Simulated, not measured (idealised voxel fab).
process module | voxel trench capacitor
cross-section cut | 195 nm wide | cells 5 nm
A cross-section is a grid of square cells, given in bands from the top down. A band is one or more rows of cells.
Each band's line starts with the height of the band's top and of its bottom, in nm. Then come its materials from left to right, each with its width in nm. One material with "throughout" fills the band from edge to edge. "air" is empty space.
Height 0 is the level under which the wafer as received is all one material. The lowest band goes on downwards, as in "0 down".
A width such as "30 to 40" changes by the same amount from each row of cells to the next, from the band's top row to its bottom row.
"no change" after a step means that no cell of the cross-section changed.
closed voids: empty space of 8 cells or more with no open way to the top, each as width x height at its distance from the left edge, in nm
after a step's settings: what the simulator itself notes on the step
overlay nm, on a step with a mask: how far to the right of its planned place the mask lay; to the left if negative
plan
1 op RECEIVE | material Si
2 op CONFORMAL_DEP | material SiN | thk nm 10
3 op PATTERN | tone open | mask id TRENCH | material resist | width nm 25 | pitch nm 45 | thk nm 15 | overlay nm 0
4 op DIRECTIONAL_ETCH | etch materials SiN | depth nm 10
5 op DIRECTIONAL_ETCH | etch materials Si | depth nm 30
6 op STRIP | etch materials resist
7 op CONFORMAL_DEP | material Al2O3 | thk nm 5
8 op CONFORMAL_DEP | material TiN | thk nm 5
9 op FILL_DEP | material W | thk nm 5
10 op CMP | height nm 10
first wafer, as planned
as received, after step 1
  0 down: Si throughout
  closed voids: none
after step 2
  10 to 0: SiN throughout
  below 0: unchanged
after step 3
  25 to 10: resist 40 | air 25 | resist 20 | air 25 | resist 20 | air 25 | resist 40
  below 10: unchanged
after step 4
  25 to 10: resist 40 | air 25 | resist 20 | air 25 | resist 20 | air 25 | resist 40
  10 to 0: SiN 40 | air 25 | SiN 20 | air 25 | SiN 20 | air 25 | SiN 40
  below 0: unchanged
after step 5
  25 to 10: resist 40 | air 25 | resist 20 | air 25 | resist 20 | air 25 | resist 40
  10 to 0: SiN 40 | air 25 | SiN 20 | air 25 | SiN 20 | air 25 | SiN 40
  0 to -30: Si 40 | air 25 | Si 20 | air 25 | Si 20 | air 25 | Si 40
  below -30: unchanged
after step 6
  10 to 0: SiN 40 | air 25 | SiN 20 | air 25 | SiN 20 | air 25 | SiN 40
  below 0: unchanged
after step 7
  15 to 10: Al2O3 45 | air 15 | Al2O3 30 | air 15 | Al2O3 30 | air 15 | Al2O3 45
  10 to 0: SiN 40 | Al2O3 5 | air 15 | Al2O3 5 | SiN 20 | Al2O3 5 | air 15 | Al2O3 5 | SiN 20 | Al2O3 5 | air 15 | Al2O3 5 | SiN 40
  0 to -25: Si 40 | Al2O3 5 | air 15 | Al2O3 5 | Si 20 | Al2O3 5 | air 15 | Al2O3 5 | Si 20 | Al2O3 5 | air 15 | Al2O3 5 | Si 40
  -25 to -30: Si 40 | Al2O3 25 | Si 20 | Al2O3 25 | Si 20 | Al2O3 25 | Si 40
  below -30: unchanged
after step 8
  20 to 15: TiN 50 | air 5 | TiN 40 | air 5 | TiN 40 | air 5 | TiN 50
  15 to 10: Al2O3 45 | TiN 5 | air 5 | TiN 5 | Al2O3 30 | TiN 5 | air 5 | TiN 5 | Al2O3 30 | TiN 5 | air 5 | TiN 5 | Al2O3 45
  10 to 0: SiN 40 | Al2O3 5 | TiN 5 | air 5 | TiN 5 | Al2O3 5 | SiN 20 | Al2O3 5 | TiN 5 | air 5 | TiN 5 | Al2O3 5 | SiN 20 | Al2O3 5 | TiN 5 | air 5 | TiN 5 | Al2O3 5 | SiN 40
  0 to -20: Si 40 | Al2O3 5 | TiN 5 | air 5 | TiN 5 | Al2O3 5 | Si 20 | Al2O3 5 | TiN 5 | air 5 | TiN 5 | Al2O3 5 | Si 20 | Al2O3 5 | TiN 5 | air 5 | TiN 5 | Al2O3 5 | Si 40
  -20 to -25: Si 40 | Al2O3 5 | TiN 15 | Al2O3 5 | Si 20 | Al2O3 5 | TiN 15 | Al2O3 5 | Si 20 | Al2O3 5 | TiN 15 | Al2O3 5 | Si 40
  below -25: unchanged
after step 9
  25 to 20: W throughout
  20 to 15: TiN 50 | W 5 | TiN 40 | W 5 | TiN 40 | W 5 | TiN 50
  15 to 10: Al2O3 45 | TiN 5 | W 5 | TiN 5 | Al2O3 30 | TiN 5 | W 5 | TiN 5 | Al2O3 30 | TiN 5 | W 5 | TiN 5 | Al2O3 45
  10 to 0: SiN 40 | Al2O3 5 | TiN 5 | W 5 | TiN 5 | Al2O3 5 | SiN 20 | Al2O3 5 | TiN 5 | W 5 | TiN 5 | Al2O3 5 | SiN 20 | Al2O3 5 | TiN 5 | W 5 | TiN 5 | Al2O3 5 | SiN 40
  0 to -20: Si 40 | Al2O3 5 | TiN 5 | W 5 | TiN 5 | Al2O3 5 | Si 20 | Al2O3 5 | TiN 5 | W 5 | TiN 5 | Al2O3 5 | Si 20 | Al2O3 5 | TiN 5 | W 5 | TiN 5 | Al2O3 5 | Si 40
  below -20: unchanged
after step 10
  10 to 0: SiN 40 | Al2O3 5 | TiN 5 | W 5 | TiN 5 | Al2O3 5 | SiN 20 | Al2O3 5 | TiN 5 | W 5 | TiN 5 | Al2O3 5 | SiN 20 | Al2O3 5 | TiN 5 | W 5 | TiN 5 | Al2O3 5 | SiN 40
  below 0: unchanged
second wafer: like start, like plan, one mistake. Through step 2 it matches the first wafer
when step 3 should have ended
  25 to 10: resist 40 | air 30 | resist 15 | air 30 | resist 15 | air 30 | resist 35
  below 10: unchanged
when step 4 should have ended
  25 to 10: resist 40 | air 30 | resist 15 | air 30 | resist 15 | air 30 | resist 35
  10 to 0: SiN 40 | air 30 | SiN 15 | air 30 | SiN 15 | air 30 | SiN 35
  below 0: unchanged
when step 5 should have ended
  25 to 10: resist 40 | air 30 | resist 15 | air 30 | resist 15 | air 30 | resist 35
  10 to 0: SiN 40 | air 30 | SiN 15 | air 30 | SiN 15 | air 30 | SiN 35
  0 to -30: Si 40 | air 30 | Si 15 | air 30 | Si 15 | air 30 | Si 35
  below -30: unchanged
when step 6 should have ended
  10 to 0: SiN 40 | air 30 | SiN 15 | air 30 | SiN 15 | air 30 | SiN 35
  below 0: unchanged
when step 7 should have ended
  15 to 10: Al2O3 45 | air 20 | Al2O3 25 | air 20 | Al2O3 25 | air 20 | Al2O3 40
  10 to 0: SiN 40 | Al2O3 5 | air 20 | Al2O3 5 | SiN 15 | Al2O3 5 | air 20 | Al2O3 5 | SiN 15 | Al2O3 5 | air 20 | Al2O3 5 | SiN 35
  0 to -25: Si 40 | Al2O3 5 | air 20 | Al2O3 5 | Si 15 | Al2O3 5 | air 20 | Al2O3 5 | Si 15 | Al2O3 5 | air 20 | Al2O3 5 | Si 35
  -25 to -30: Si 40 | Al2O3 30 | Si 15 | Al2O3 30 | Si 15 | Al2O3 30 | Si 35
  below -30: unchanged
when step 8 should have ended
  20 to 15: TiN 50 | air 10 | TiN 35 | air 10 | TiN 35 | air 10 | TiN 45
  15 to 10: Al2O3 45 | TiN 5 | air 10 | TiN 5 | Al2O3 25 | TiN 5 | air 10 | TiN 5 | Al2O3 25 | TiN 5 | air 10 | TiN 5 | Al2O3 40
  10 to 0: SiN 40 | Al2O3 5 | TiN 5 | air 10 | TiN 5 | Al2O3 5 | SiN 15 | Al2O3 5 | TiN 5 | air 10 | TiN 5 | Al2O3 5 | SiN 15 | Al2O3 5 | TiN 5 | air 10 | TiN 5 | Al2O3 5 | SiN 35
  0 to -20: Si 40 | Al2O3 5 | TiN 5 | air 10 | TiN 5 | Al2O3 5 | Si 15 | Al2O3 5 | TiN 5 | air 10 | TiN 5 | Al2O3 5 | Si 15 | Al2O3 5 | TiN 5 | air 10 | TiN 5 | Al2O3 5 | Si 35
  -20 to -25: Si 40 | Al2O3 5 | TiN 20 | Al2O3 5 | Si 15 | Al2O3 5 | TiN 20 | Al2O3 5 | Si 15 | Al2O3 5 | TiN 20 | Al2O3 5 | Si 35
  below -25: unchanged
when step 9 should have ended
  25 to 20: W throughout
  20 to 15: TiN 50 | W 10 | TiN 35 | W 10 | TiN 35 | W 10 | TiN 45
  15 to 10: Al2O3 45 | TiN 5 | W 10 | TiN 5 | Al2O3 25 | TiN 5 | W 10 | TiN 5 | Al2O3 25 | TiN 5 | W 10 | TiN 5 | Al2O3 40
  10 to 0: SiN 40 | Al2O3 5 | TiN 5 | W 10 | TiN 5 | Al2O3 5 | SiN 15 | Al2O3 5 | TiN 5 | W 10 | TiN 5 | Al2O3 5 | SiN 15 | Al2O3 5 | TiN 5 | W 10 | TiN 5 | Al2O3 5 | SiN 35
  0 to -20: Si 40 | Al2O3 5 | TiN 5 | W 10 | TiN 5 | Al2O3 5 | Si 15 | Al2O3 5 | TiN 5 | W 10 | TiN 5 | Al2O3 5 | Si 15 | Al2O3 5 | TiN 5 | W 10 | TiN 5 | Al2O3 5 | Si 35
  below -20: unchanged
when step 10 should have ended
  10 to 0: SiN 40 | Al2O3 5 | TiN 5 | W 10 | TiN 5 | Al2O3 5 | SiN 15 | Al2O3 5 | TiN 5 | W 10 | TiN 5 | Al2O3 5 | SiN 15 | Al2O3 5 | TiN 5 | W 10 | TiN 5 | Al2O3 5 | SiN 35
  below 0: unchanged
what went wrong: step 3 ran as: op PATTERN | tone open | mask id TRENCH | material resist | width nm 30 | pitch nm 45 | thk nm 15 | overlay nm 0
at the end the second wafer has, in cells: 3 more of Al2O3 | 18 fewer of Si | 6 fewer of SiN | 3 more of TiN | 18 more of W
